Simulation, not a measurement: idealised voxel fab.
process module | voxel self aligned contacts
cross-section cut | 300 nm wide | cells 5 nm
A cross-section is a grid of square cells, given in bands from the top down. A band is one or more rows of cells.
Each band's line starts with the height of the band's top and of its bottom, in nm. Then come its materials from left to right, each with its width in nm. One material with "throughout" fills the band from edge to edge. "air" is empty space.
Height 0 is the level under which the wafer as received is all one material. The lowest band goes on downwards, as in "0 down".
A width such as "30 to 40" changes by the same amount from each row of cells to the next, from the band's top row to its bottom row.
"no change" after a step means that no cell of the cross-section changed.
closed voids: empty space of 8 cells or more with no open way to the top, each as width x height at its distance from the left edge, in nm
after a step's settings: what the simulator itself notes on the step
overlay nm, on a step with a mask: how far to the right of its planned place the mask lay; to the left if negative
plan
1 op RECEIVE | material Si
2 op CONFORMAL_DEP | material SiO2 | thk nm 5
3 op DIRECTIONAL_DEP | material polySi | thk nm 20
4 op DIRECTIONAL_DEP | material SiN | thk nm 20
5 op MASKED_ETCH | tone cover | mask id GATE | width nm 35 | pitch nm 60 | etch materials SiN | depth nm 20 | overlay nm 0
6 op MASKED_ETCH | tone cover | mask id GATE | width nm 35 | pitch nm 60 | etch materials polySi | depth nm 20 | overlay nm 0
7 op CONFORMAL_DEP | material SiN | thk nm 5
8 op DIRECTIONAL_ETCH | etch materials SiN | depth nm 5
9 op FILL_DEP | material SiO2 | thk nm 15
10 op CMP | height nm 50
11 op PATTERN | tone open | mask id CONTACT | material resist | width nm 45 | thk nm 15 | overlay nm 0
12 op DIRECTIONAL_ETCH | etch materials SiO2 | depth nm 50
13 op STRIP | etch materials resist
14 op CONFORMAL_DEP | material TiN | thk nm 5
15 op FILL_DEP | material W | thk nm 10
16 op CMP | height nm 50
17 op CONFORMAL_DEP | material SiN | thk nm 5
first wafer, as planned
as received, after step 1
  0 down: Si throughout
  closed voids: none
after step 2
  5 to 0: SiO2 throughout
  below 0: unchanged
after step 3
  25 to 5: polySi throughout
  below 5: unchanged
after step 4
  45 to 25: SiN throughout
  below 25: unchanged
after step 5
  45 to 25: air 100 | SiN 35 | air 25 | SiN 35 | air 105
  below 25: unchanged
after step 6
  45 to 25: air 100 | SiN 35 | air 25 | SiN 35 | air 105
  25 to 5: air 100 | polySi 35 | air 25 | polySi 35 | air 105
  below 5: unchanged
after step 7
  50 to 25: air 95 | SiN 45 | air 15 | SiN 45 | air 100
  25 to 10: air 95 | SiN 5 | polySi 35 | SiN 5 | air 15 | SiN 5 | polySi 35 | SiN 5 | air 100
  10 to 5: SiN 100 | polySi 35 | SiN 25 | polySi 35 | SiN 105
  below 5: unchanged
after step 8
  45 to 25: air 95 | SiN 45 | air 15 | SiN 45 | air 100
  25 to 5: air 95 | SiN 5 | polySi 35 | SiN 5 | air 15 | SiN 5 | polySi 35 | SiN 5 | air 100
  below 5: unchanged
after step 9
  60 to 45: SiO2 throughout
  45 to 25: SiO2 95 | SiN 45 | SiO2 15 | SiN 45 | SiO2 100
  25 to 5: SiO2 95 | SiN 5 | polySi 35 | SiN 5 | SiO2 15 | SiN 5 | polySi 35 | SiN 5 | SiO2 100
  below 5: unchanged
after step 10
  50 to 45: SiO2 throughout
  below 45: unchanged
after step 11
  65 to 50: resist 125 | air 45 | resist 130
  below 50: unchanged
after step 12
  65 to 50: resist 125 | air 45 | resist 130
  50 to 45: SiO2 125 | air 45 | SiO2 130
  45 to 25: SiO2 95 | SiN 45 | air 15 | SiN 45 | SiO2 100
  25 to 5: SiO2 95 | SiN 5 | polySi 35 | SiN 5 | air 15 | SiN 5 | polySi 35 | SiN 5 | SiO2 100
  5 to 0: SiO2 140 | air 15 | SiO2 145
  below 0: unchanged
after step 13
  50 to 45: SiO2 125 | air 45 | SiO2 130
  below 45: unchanged
after step 14
  55 to 50: TiN 130 | air 35 | TiN 135
  50 to 45: SiO2 125 | TiN 20 | air 5 | TiN 20 | SiO2 130
  45 to 25: SiO2 95 | SiN 45 | TiN 5 | air 5 | TiN 5 | SiN 45 | SiO2 100
  25 to 5: SiO2 95 | SiN 5 | polySi 35 | SiN 5 | TiN 5 | air 5 | TiN 5 | SiN 5 | polySi 35 | SiN 5 | SiO2 100
  5 to 0: SiO2 140 | TiN 15 | SiO2 145
  below 0: unchanged
after step 15
  65 to 55: W throughout
  55 to 50: TiN 130 | W 35 | TiN 135
  50 to 45: SiO2 125 | TiN 20 | W 5 | TiN 20 | SiO2 130
  45 to 25: SiO2 95 | SiN 45 | TiN 5 | W 5 | TiN 5 | SiN 45 | SiO2 100
  25 to 5: SiO2 95 | SiN 5 | polySi 35 | SiN 5 | TiN 5 | W 5 | TiN 5 | SiN 5 | polySi 35 | SiN 5 | SiO2 100
  below 5: unchanged
after step 16
  50 to 45: SiO2 125 | TiN 20 | W 5 | TiN 20 | SiO2 130
  below 45: unchanged
after step 17
  55 to 50: SiN throughout
  below 50: unchanged
second wafer: like start, like plan, one mistake. Through step 6 it matches the first wafer
when step 7 should have ended
  50 to 45: air 95 | polySi 45 | air 15 | polySi 45 | air 100
  45 to 25: air 95 | polySi 5 | SiN 35 | polySi 5 | air 15 | polySi 5 | SiN 35 | polySi 5 | air 100
  25 to 10: air 95 | polySi 45 | air 15 | polySi 45 | air 100
  10 to 5: polySi throughout
  below 5: unchanged
when step 8 should have ended: no change
when step 9 should have ended
  65 to 50: SiO2 throughout
  50 to 45: SiO2 95 | polySi 45 | SiO2 15 | polySi 45 | SiO2 100
  45 to 25: SiO2 95 | polySi 5 | SiN 35 | polySi 5 | SiO2 15 | polySi 5 | SiN 35 | polySi 5 | SiO2 100
  25 to 10: SiO2 95 | polySi 45 | SiO2 15 | polySi 45 | SiO2 100
  below 10: unchanged
when step 10 should have ended
  50 to 45: SiO2 95 | polySi 45 | SiO2 15 | polySi 45 | SiO2 100
  below 45: unchanged
when step 11 should have ended
  65 to 50: resist 125 | air 45 | resist 130
  below 50: unchanged
when step 12 should have ended
  65 to 50: resist 125 | air 45 | resist 130
  50 to 45: SiO2 95 | polySi 45 | air 15 | polySi 45 | SiO2 100
  45 to 25: SiO2 95 | polySi 5 | SiN 35 | polySi 5 | air 15 | polySi 5 | SiN 35 | polySi 5 | SiO2 100
  25 to 10: SiO2 95 | polySi 45 | air 15 | polySi 45 | SiO2 100
  below 10: unchanged
when step 13 should have ended
  50 to 45: SiO2 95 | polySi 45 | air 15 | polySi 45 | SiO2 100
  below 45: unchanged
when step 14 should have ended
  55 to 50: TiN 145 | air 5 | TiN 150
  50 to 45: SiO2 95 | polySi 45 | TiN 5 | air 5 | TiN 5 | polySi 45 | SiO2 100
  45 to 25: SiO2 95 | polySi 5 | SiN 35 | polySi 5 | TiN 5 | air 5 | TiN 5 | polySi 5 | SiN 35 | polySi 5 | SiO2 100
  25 to 15: SiO2 95 | polySi 45 | TiN 5 | air 5 | TiN 5 | polySi 45 | SiO2 100
  15 to 10: SiO2 95 | polySi 45 | TiN 15 | polySi 45 | SiO2 100
  below 10: unchanged
when step 15 should have ended
  65 to 55: W throughout
  55 to 50: TiN 145 | W 5 | TiN 150
  50 to 45: SiO2 95 | polySi 45 | TiN 5 | W 5 | TiN 5 | polySi 45 | SiO2 100
  45 to 25: SiO2 95 | polySi 5 | SiN 35 | polySi 5 | TiN 5 | W 5 | TiN 5 | polySi 5 | SiN 35 | polySi 5 | SiO2 100
  25 to 15: SiO2 95 | polySi 45 | TiN 5 | W 5 | TiN 5 | polySi 45 | SiO2 100
  below 15: unchanged
when step 16 should have ended
  50 to 45: SiO2 95 | polySi 45 | TiN 5 | W 5 | TiN 5 | polySi 45 | SiO2 100
  below 45: unchanged
when step 17 should have ended
  55 to 50: SiN throughout
  below 50: unchanged
what went wrong: step 7 ran as: op CONFORMAL_DEP | material polySi | thk nm 5
at the end the second wafer has, in cells: 32 fewer of SiN | 48 fewer of SiO2 | 10 fewer of TiN | 2 fewer of W | 92 more of polySi
